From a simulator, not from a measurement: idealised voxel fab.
You're looking at the process module voxel self aligned vias.
FYI the section here is cut, 230 nm wide, cells are 5 nm squares.
Just so we're on the same page, the cross-sections are grids of square cells, and they're listed out in bands top to bottom, each band one or more rows deep.
Quick guide to a band line: top height, bottom height (nm) up front; then every material left to right with its width in nm. Only one material and it's marked "full width"? Then it fills the band edge to edge. And "blank" just means empty space.
Note: height 0 marks the level under which the wafer is uniformly one material as received. Lowest band unbounded below, written "top 0, no bottom".
A width such as "30->40" changes by the same amount from each row of cells to the next, from the band's top row to its bottom row.
Step note "nothing changed" = no cross-section cell changed.
So "Closed void register" is basically the list of trapped voids: any empty space of 8 cells or more that can't reach the top through an opening. They're written width x height at distance, the distance being from the left edge, and it's all nm.
Past the settings on a step's line: simulator remark, on that step.
overlay nm: on a step with a mask, how far right of its planned place the mask lay; negative means left.
So here's the lineup of process steps we planned
step 1: RECEIVE, material Si
step 2: CONFORMAL_DEP, material SiO2, thk nm 10
step 3: CONFORMAL_DEP, material SiCN, thk nm 5
step 4: DIRECTIONAL_DEP, material SiO2, thk nm 30
step 5: DIRECTIONAL_DEP, material aC, thk nm 10
step 6: PATTERN, tone open, mask id LINES, material resist, width nm 30, pitch nm 55, thk nm 30, overlay nm 0
step 7: DIRECTIONAL_ETCH, etch materials aC, depth nm 10
step 8: STRIP, etch materials resist
step 9: DIRECTIONAL_ETCH, etch materials SiO2, depth nm 30
step 10: STRIP, etch materials aC
step 11: CONFORMAL_DEP, material TiN, thk nm 5
step 12: FILL_DEP, material Ru, thk nm 5
step 13: CMP, height nm 45
step 14: SELECTIVE_ETCH, etch materials W Ru TiN, depth nm 10
step 15: FILL_DEP, material SiN, thk nm 10
step 16: CMP, height nm 45
step 17: DIRECTIONAL_DEP, material SiO2, thk nm 15
step 18: DIRECTIONAL_DEP, material aC, thk nm 10
step 19: PATTERN, tone open, mask id VIAS, material resist, width nm 40, thk nm 30, overlay nm 0
step 20: DIRECTIONAL_ETCH, etch materials aC, depth nm 10
step 21: STRIP, etch materials resist
step 22: DIRECTIONAL_ETCH, etch materials SiO2, depth nm 15
step 23: DIRECTIONAL_ETCH, etch materials SiN, depth nm 10
step 24: STRIP, etch materials aC
step 25: CONFORMAL_DEP, material TiN, thk nm 5
step 26: FILL_DEP, material Cu, thk nm 5
step 27: CMP, height nm 60
step 28: CONFORMAL_DEP, material SiN, thk nm 5
The first of two wafers, run as planned
Incoming wafer in cross-section (state: after step 1)
> top 0, no bottom = Si full width
> Closed void register: none
State of the wafer after step 2, shown in cross-section
> top 10, bottom 0 = SiO2 full width
> Below 0, no change.
State of the wafer after step 3, shown in cross-section
> top 15, bottom 10 = SiCN full width
> Below 10, no change.
State of the wafer after step 4, shown in cross-section
> top 45, bottom 15 = SiO2 full width
> Below 15, no change.
State of the wafer after step 5, shown in cross-section
> top 55, bottom 45 = aC full width
> Below 45, no change.
State of the wafer after step 6, shown in cross-section
> top 85, bottom 55 = resist 70 nm  blank 30 nm  resist 25 nm  blank 30 nm  resist 75 nm
> Below 55, no change.
State of the wafer after step 7, shown in cross-section
> top 75, bottom 55 = resist 70 nm  blank 30 nm  resist 25 nm  blank 30 nm  resist 75 nm
> top 55, bottom 45 = aC 70 nm  blank 30 nm  aC 25 nm  blank 30 nm  aC 75 nm
> Below 45, no change.
State of the wafer after step 8, shown in cross-section
> top 55, bottom 45 = aC 70 nm  blank 30 nm  aC 25 nm  blank 30 nm  aC 75 nm
> Below 45, no change.
State of the wafer after step 9, shown in cross-section
> top 55, bottom 45 = aC 70 nm  blank 30 nm  aC 25 nm  blank 30 nm  aC 75 nm
> top 45, bottom 15 = SiO2 70 nm  blank 30 nm  SiO2 25 nm  blank 30 nm  SiO2 75 nm
> Below 15, no change.
State of the wafer after step 10, shown in cross-section
> top 45, bottom 15 = SiO2 70 nm  blank 30 nm  SiO2 25 nm  blank 30 nm  SiO2 75 nm
> Below 15, no change.
State of the wafer after step 11, shown in cross-section
> top 50, bottom 45 = TiN 75 nm  blank 20 nm  TiN 35 nm  blank 20 nm  TiN 80 nm
> top 45, bottom 20 = SiO2 70 nm  TiN 5 nm  blank 20 nm  TiN 5 nm  SiO2 25 nm  TiN 5 nm  blank 20 nm  TiN 5 nm  SiO2 75 nm
> top 20, bottom 15 = SiO2 70 nm  TiN 30 nm  SiO2 25 nm  TiN 30 nm  SiO2 75 nm
> Below 15, no change.
State of the wafer after step 12, shown in cross-section
> top 55, bottom 50 = Ru full width
> top 50, bottom 45 = TiN 75 nm  Ru 20 nm  TiN 35 nm  Ru 20 nm  TiN 80 nm
> top 45, bottom 20 = SiO2 70 nm  TiN 5 nm  Ru 20 nm  TiN 5 nm  SiO2 25 nm  TiN 5 nm  Ru 20 nm  TiN 5 nm  SiO2 75 nm
> Below 20, no change.
State of the wafer after step 13, shown in cross-section
> top 45, bottom 20 = SiO2 70 nm  TiN 5 nm  Ru 20 nm  TiN 5 nm  SiO2 25 nm  TiN 5 nm  Ru 20 nm  TiN 5 nm  SiO2 75 nm
> Below 20, no change.
State of the wafer after step 14, shown in cross-section
> top 45, bottom 35 = SiO2 70 nm  blank 30 nm  SiO2 25 nm  blank 30 nm  SiO2 75 nm
> Below 35, no change.
State of the wafer after step 15, shown in cross-section
> top 55, bottom 45 = SiN full width
> top 45, bottom 35 = SiO2 70 nm  SiN 30 nm  SiO2 25 nm  SiN 30 nm  SiO2 75 nm
> Below 35, no change.
State of the wafer after step 16, shown in cross-section
> top 45, bottom 35 = SiO2 70 nm  SiN 30 nm  SiO2 25 nm  SiN 30 nm  SiO2 75 nm
> Below 35, no change.
State of the wafer after step 17, shown in cross-section
> top 60, bottom 45 = SiO2 full width
> Below 45, no change.
State of the wafer after step 18, shown in cross-section
> top 70, bottom 60 = aC full width
> Below 60, no change.
State of the wafer after step 19, shown in cross-section
> top 100, bottom 70 = resist 65 nm  blank 40 nm  resist 125 nm
> Below 70, no change.
State of the wafer after step 20, shown in cross-section
> top 90, bottom 70 = resist 65 nm  blank 40 nm  resist 125 nm
> top 70, bottom 60 = aC 65 nm  blank 40 nm  aC 125 nm
> Below 60, no change.
State of the wafer after step 21, shown in cross-section
> top 70, bottom 60 = aC 65 nm  blank 40 nm  aC 125 nm
> Below 60, no change.
State of the wafer after step 22, shown in cross-section
> top 70, bottom 60 = aC 65 nm  blank 40 nm  aC 125 nm
> top 60, bottom 45 = SiO2 65 nm  blank 40 nm  SiO2 125 nm
> Below 45, no change.
State of the wafer after step 23, shown in cross-section
> top 70, bottom 60 = aC 65 nm  blank 40 nm  aC 125 nm
> top 60, bottom 45 = SiO2 65 nm  blank 40 nm  SiO2 125 nm
> top 45, bottom 35 = SiO2 70 nm  blank 30 nm  SiO2 25 nm  SiN 30 nm  SiO2 75 nm
> Below 35, no change.
State of the wafer after step 24, shown in cross-section
> top 60, bottom 45 = SiO2 65 nm  blank 40 nm  SiO2 125 nm
> Below 45, no change.
State of the wafer after step 25, shown in cross-section
> top 65, bottom 60 = TiN 70 nm  blank 30 nm  TiN 130 nm
> top 60, bottom 50 = SiO2 65 nm  TiN 5 nm  blank 30 nm  TiN 5 nm  SiO2 125 nm
> top 50, bottom 45 = SiO2 65 nm  TiN 10 nm  blank 20 nm  TiN 10 nm  SiO2 125 nm
> top 45, bottom 40 = SiO2 70 nm  TiN 5 nm  blank 20 nm  TiN 5 nm  SiO2 25 nm  SiN 30 nm  SiO2 75 nm
> top 40, bottom 35 = SiO2 70 nm  TiN 30 nm  SiO2 25 nm  SiN 30 nm  SiO2 75 nm
> Below 35, no change.
State of the wafer after step 26, shown in cross-section
> top 70, bottom 65 = Cu full width
> top 65, bottom 60 = TiN 70 nm  Cu 30 nm  TiN 130 nm
> top 60, bottom 50 = SiO2 65 nm  TiN 5 nm  Cu 30 nm  TiN 5 nm  SiO2 125 nm
> top 50, bottom 45 = SiO2 65 nm  TiN 10 nm  Cu 20 nm  TiN 10 nm  SiO2 125 nm
> top 45, bottom 40 = SiO2 70 nm  TiN 5 nm  Cu 20 nm  TiN 5 nm  SiO2 25 nm  SiN 30 nm  SiO2 75 nm
> Below 40, no change.
State of the wafer after step 27, shown in cross-section
> top 60, bottom 50 = SiO2 65 nm  TiN 5 nm  Cu 30 nm  TiN 5 nm  SiO2 125 nm
> Below 50, no change.
State of the wafer after step 28, shown in cross-section
> top 65, bottom 60 = SiN full width
> Below 60, no change.
Regarding the second of the two wafers: it shared the first wafer's starting condition and process plan, yet one error occurred during its execution. Its history coincides with that of the first wafer up to and including step 2
Cross-section: second wafer, time at which step 3 was scheduled to end
> top 40, bottom 0 = SiO2 full width
> Below 0, no change.
Cross-section: second wafer, time at which step 4 was scheduled to end
> top 45, bottom 40 = SiCN full width
> Below 40, no change.
Cross-section: second wafer, time at which step 5 was scheduled to end
> top 55, bottom 45 = aC full width
> Below 45, no change.
Cross-section: second wafer, time at which step 6 was scheduled to end
> top 85, bottom 55 = resist 70 nm  blank 30 nm  resist 25 nm  blank 30 nm  resist 75 nm
> Below 55, no change.
Cross-section: second wafer, time at which step 7 was scheduled to end
> top 75, bottom 55 = resist 70 nm  blank 30 nm  resist 25 nm  blank 30 nm  resist 75 nm
> top 55, bottom 45 = aC 70 nm  blank 30 nm  aC 25 nm  blank 30 nm  aC 75 nm
> Below 45, no change.
Cross-section: second wafer, time at which step 8 was scheduled to end
> top 55, bottom 45 = aC 70 nm  blank 30 nm  aC 25 nm  blank 30 nm  aC 75 nm
> Below 45, no change.
Cross-section: second wafer, time at which step 9 was scheduled to end: nothing changed
Cross-section: second wafer, time at which step 10 was scheduled to end
> top 45, bottom 40 = SiCN full width
> Below 40, no change.
Cross-section: second wafer, time at which step 11 was scheduled to end
> top 50, bottom 45 = TiN full width
> Below 45, no change.
Cross-section: second wafer, time at which step 12 was scheduled to end
> top 55, bottom 50 = Ru full width
> Below 50, no change.
Cross-section: second wafer, time at which step 13 was scheduled to end
> top 45, bottom 40 = SiCN full width
> Below 40, no change.
Cross-section: second wafer, time at which step 14 was scheduled to end: nothing changed
Cross-section: second wafer, time at which step 15 was scheduled to end
> top 55, bottom 45 = SiN full width
> Below 45, no change.
Cross-section: second wafer, time at which step 16 was scheduled to end
> top 45, bottom 40 = SiCN full width
> Below 40, no change.
Cross-section: second wafer, time at which step 17 was scheduled to end
> top 60, bottom 45 = SiO2 full width
> Below 45, no change.
Cross-section: second wafer, time at which step 18 was scheduled to end
> top 70, bottom 60 = aC full width
> Below 60, no change.
Cross-section: second wafer, time at which step 19 was scheduled to end
> top 100, bottom 70 = resist 65 nm  blank 40 nm  resist 125 nm
> Below 70, no change.
Cross-section: second wafer, time at which step 20 was scheduled to end
> top 90, bottom 70 = resist 65 nm  blank 40 nm  resist 125 nm
> top 70, bottom 60 = aC 65 nm  blank 40 nm  aC 125 nm
> Below 60, no change.
Cross-section: second wafer, time at which step 21 was scheduled to end
> top 70, bottom 60 = aC 65 nm  blank 40 nm  aC 125 nm
> Below 60, no change.
Cross-section: second wafer, time at which step 22 was scheduled to end
> top 70, bottom 60 = aC 65 nm  blank 40 nm  aC 125 nm
> top 60, bottom 45 = SiO2 65 nm  blank 40 nm  SiO2 125 nm
> Below 45, no change.
Cross-section: second wafer, time at which step 23 was scheduled to end: nothing changed
Cross-section: second wafer, time at which step 24 was scheduled to end
> top 60, bottom 45 = SiO2 65 nm  blank 40 nm  SiO2 125 nm
> Below 45, no change.
Cross-section: second wafer, time at which step 25 was scheduled to end
> top 65, bottom 60 = TiN 70 nm  blank 30 nm  TiN 130 nm
> top 60, bottom 50 = SiO2 65 nm  TiN 5 nm  blank 30 nm  TiN 5 nm  SiO2 125 nm
> top 50, bottom 45 = SiO2 65 nm  TiN 40 nm  SiO2 125 nm
> Below 45, no change.
Cross-section: second wafer, time at which step 26 was scheduled to end
> top 70, bottom 65 = Cu full width
> top 65, bottom 60 = TiN 70 nm  Cu 30 nm  TiN 130 nm
> top 60, bottom 50 = SiO2 65 nm  TiN 5 nm  Cu 30 nm  TiN 5 nm  SiO2 125 nm
> Below 50, no change.
Cross-section: second wafer, time at which step 27 was scheduled to end
> top 60, bottom 50 = SiO2 65 nm  TiN 5 nm  Cu 30 nm  TiN 5 nm  SiO2 125 nm
> Below 50, no change.
Cross-section: second wafer, time at which step 28 was scheduled to end
> top 65, bottom 60 = SiN full width
> Below 60, no change.
Nonconformance to the process plan: the executed order of steps 3 and 4 is the reverse of that specified in the plan, each step having taken the other's position
The closing comparison, in cells, has the second wafer with more or fewer of some materials than the first: Cu -8 | Ru -24 | SiN -12 | SiO2 +72 | TiN -28
